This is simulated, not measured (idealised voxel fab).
process module | voxel double patterning
cross-section cut | 240 nm wide | cells 5 nm
A cross-section is a grid of square cells, given in bands from the top down. A band is one or more rows of cells.
Each band's line starts with the height of the band's top and of its bottom, in nm. Then come its materials from left to right, each with its width in nm. One material with "throughout" fills the band from edge to edge. "air" is empty space.
Height 0 is the level under which the wafer as received is all one material. The lowest band goes on downwards, as in "0 down".
A width such as "30 to 40" changes by the same amount from each row of cells to the next, from the band's top row to its bottom row.
"no change" after a step means that no cell of the cross-section changed.
closed voids: empty space of 8 cells or more with no open way to the top, each as width x height at its distance from the left edge, in nm
after a step's settings: what the simulator itself notes on the step
overlay nm, on a step with a mask: how far to the right of its planned place the mask lay; to the left if negative
plan
1 op RECEIVE | material Si
2 op CONFORMAL_DEP | material SiO2 | thk nm 5
3 op DIRECTIONAL_DEP | material TiN | thk nm 20
4 op DIRECTIONAL_DEP | material SiN | thk nm 10
5 op PATTERN | tone open | mask id FIRST | material resist | width nm 15 | pitch nm 50 | thk nm 15 | overlay nm 0
6 op DIRECTIONAL_ETCH | etch materials SiN | depth nm 10
7 op STRIP | etch materials resist
8 op PATTERN | tone open | mask id SECOND | material resist | width nm 15 | thk nm 15 | overlay nm 0
9 op DIRECTIONAL_ETCH | etch materials SiN | depth nm 10
10 op STRIP | etch materials resist
11 op DIRECTIONAL_ETCH | etch materials TiN | depth nm 20
12 op STRIP | etch materials SiN
as received, after step 1
  0 down: Si throughout
  closed voids: none
first wafer at the end, as planned
  25 to 5: TiN 85 | air 15 | TiN 10 | air 15 | TiN 10 | air 15 | TiN 90
  5 to 0: SiO2 throughout
  0 down: Si throughout
  closed voids: none
second wafer at the end: like start, like plan, one mistake
  20 to 0: TiN 85 | air 15 | TiN 10 | air 15 | TiN 10 | air 15 | TiN 90
  0 down: Si throughout
  closed voids: none
what went wrong: step 2 was left out
at the end the second wafer has, in cells: 48 fewer of SiO2
